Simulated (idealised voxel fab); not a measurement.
process module | voxel self aligned vias
cross-section cut | 245 nm wide | cells 5 nm
A cross-section is a grid of square cells, given in bands from the top down. A band is one or more rows of cells.
Each band's line starts with the height of the band's top and of its bottom, in nm. Then come its materials from left to right, each with its width in nm. One material with "throughout" fills the band from edge to edge. "air" is empty space.
Height 0 is the level under which the wafer as received is all one material. The lowest band goes on downwards, as in "0 down".
A width such as "30 to 40" changes by the same amount from each row of cells to the next, from the band's top row to its bottom row.
"no change" after a step means that no cell of the cross-section changed.
closed voids: empty space of 8 cells or more with no open way to the top, each as width x height at its distance from the left edge, in nm
after a step's settings: what the simulator itself notes on the step
overlay nm, on a step with a mask: how far to the right of its planned place the mask lay; to the left if negative
plan
1 op RECEIVE | material Si
2 op CONFORMAL_DEP | material SiO2 | thk nm 10
3 op CONFORMAL_DEP | material SiCN | thk nm 5
4 op DIRECTIONAL_DEP | material lowk | thk nm 25
5 op MASKED_ETCH | tone open | mask id LINES | width nm 25 | pitch nm 60 | etch materials lowk | depth nm 25 | overlay nm 0
6 op CONFORMAL_DEP | material TiN | thk nm 5
7 op FILL_DEP | material W | thk nm 5
8 op CMP | height nm 40
9 op SELECTIVE_ETCH | etch materials W Ru TiN | depth nm 10
10 op FILL_DEP | material SiN | thk nm 5
11 op CMP | height nm 40
12 op DIRECTIONAL_DEP | material lowk | thk nm 20
13 op PATTERN | tone open | mask id VIAS | material resist | width nm 45 | pitch nm 60 | thk nm 20 | overlay nm 0
14 op DIRECTIONAL_ETCH | etch materials lowk | depth nm 20
15 op DIRECTIONAL_ETCH | etch materials SiN | depth nm 10
16 op STRIP | etch materials resist
17 op CONFORMAL_DEP | material TiN | thk nm 5
18 op FILL_DEP | material Ru | thk nm 5
19 op CMP | height nm 60
20 op CONFORMAL_DEP | material SiN | thk nm 5
as received, after step 1
  0 down: Si throughout
  closed voids: none
a wafer at the end: this start, this plan, one mistake
  65 to 60: SiN throughout
  60 to 40: lowk 70 | TiN 5 | Ru 35 | TiN 5 | lowk 15 | TiN 5 | Ru 35 | TiN 5 | lowk 70
  40 to 35: SiN 70 | TiN 15 | Ru 15 | TiN 15 | SiN 15 | TiN 15 | Ru 15 | TiN 15 | SiN 70
  35 to 30: lowk 80 | TiN 25 | lowk 35 | TiN 25 | lowk 80
  30 to 20: lowk 80 | TiN 5 | W 15 | TiN 5 | lowk 35 | TiN 5 | W 15 | TiN 5 | lowk 80
  20 to 15: lowk 80 | TiN 25 | lowk 35 | TiN 25 | lowk 80
  15 to 10: SiCN throughout
  10 to 0: SiO2 throughout
  0 down: Si throughout
  closed voids: none
what went wrong: step 4 ran as: op DIRECTIONAL_DEP | material lowk | thk nm 20
